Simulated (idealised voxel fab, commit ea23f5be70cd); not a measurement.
A process module follows: voxel local oxidation.
Pictured: cross-section cut, 295 nm wide, on a grid of 5 nm square cells.
Cross-section = grid of square cells, listed top down in bands; band = one or more rows.
Basically the band line says how high the top is and how high the bottom is, in nm, and then what's in it from left to right, every material with its width in nm. Empty space shows up as "blank", and if a single material carries "edge to edge" it runs the full band edge to edge.
Height is counted from the level 0, under which the received wafer is composed throughout of one material. The lowest of the bands is not closed at the bottom but continues downward, in the notation "0 nm and below".
Top row gets the first number, bottom row gets the second, and each row in between changes by the same step: that is how a band width like "30 to 40" works.
The cross-section has no changed cell in any step marked "no alteration".
Empty spaces without an open route to the top, at least 8 cells in extent, make up the entry "Closed void register"; each is given as width x height at distance, where the distance is measured from the left edge, and all are in nm.
What comes after the settings on a step's line is commentary from the simulator itself on that step.
overlay nm: mask right of planned place by this much (step with mask). Neg. = left.
### This section lists the process steps that were planned
1. op RECEIVE | material Si
2. op CONFORMAL_DEP | material SiO2 | thk nm 5
3. op CONFORMAL_DEP | material SiN | thk nm 10
4. op DIRECTIONAL_DEP | material aC | thk nm 15
5. op PATTERN | tone cover | mask id ACTIVE | material resist | width nm 90 | pitch nm 130 | thk nm 35 | overlay nm 0
6. op DIRECTIONAL_ETCH | etch materials aC | depth nm 15
7. op STRIP | etch materials resist
8. op DIRECTIONAL_ETCH | etch materials SiN | depth nm 10
9. op STRIP | etch materials aC
10. op SELECTIVE_ETCH | etch materials SiO2 | depth nm 5
11. op OXIDIZE | depth nm 10
12. op STRIP | etch materials SiN
The wafers are alike at the start. At step 5, their width nm differs. The plan lists the first wafer's value.
### Cross-section of the first of several wafers on receipt, reflecting completion of step 1
    0 nm and below | Si edge to edge
    Closed void register: none
### wafer rows; end of module; cells per material since receipt: (+) gained, (-) lost; then closed voids
width nm 90; -70 Si; +102 SiO2; Closed void register: none
width nm 95; -66 Si; +100 SiO2; Closed void register: none
width nm 100; -62 Si; +98 SiO2; Closed void register: none
width nm 105; -58 Si; +96 SiO2; Closed void register: none
width nm 110; -54 Si; +94 SiO2; Closed void register: none
width nm 115; -50 Si; +92 SiO2; Closed void register: none
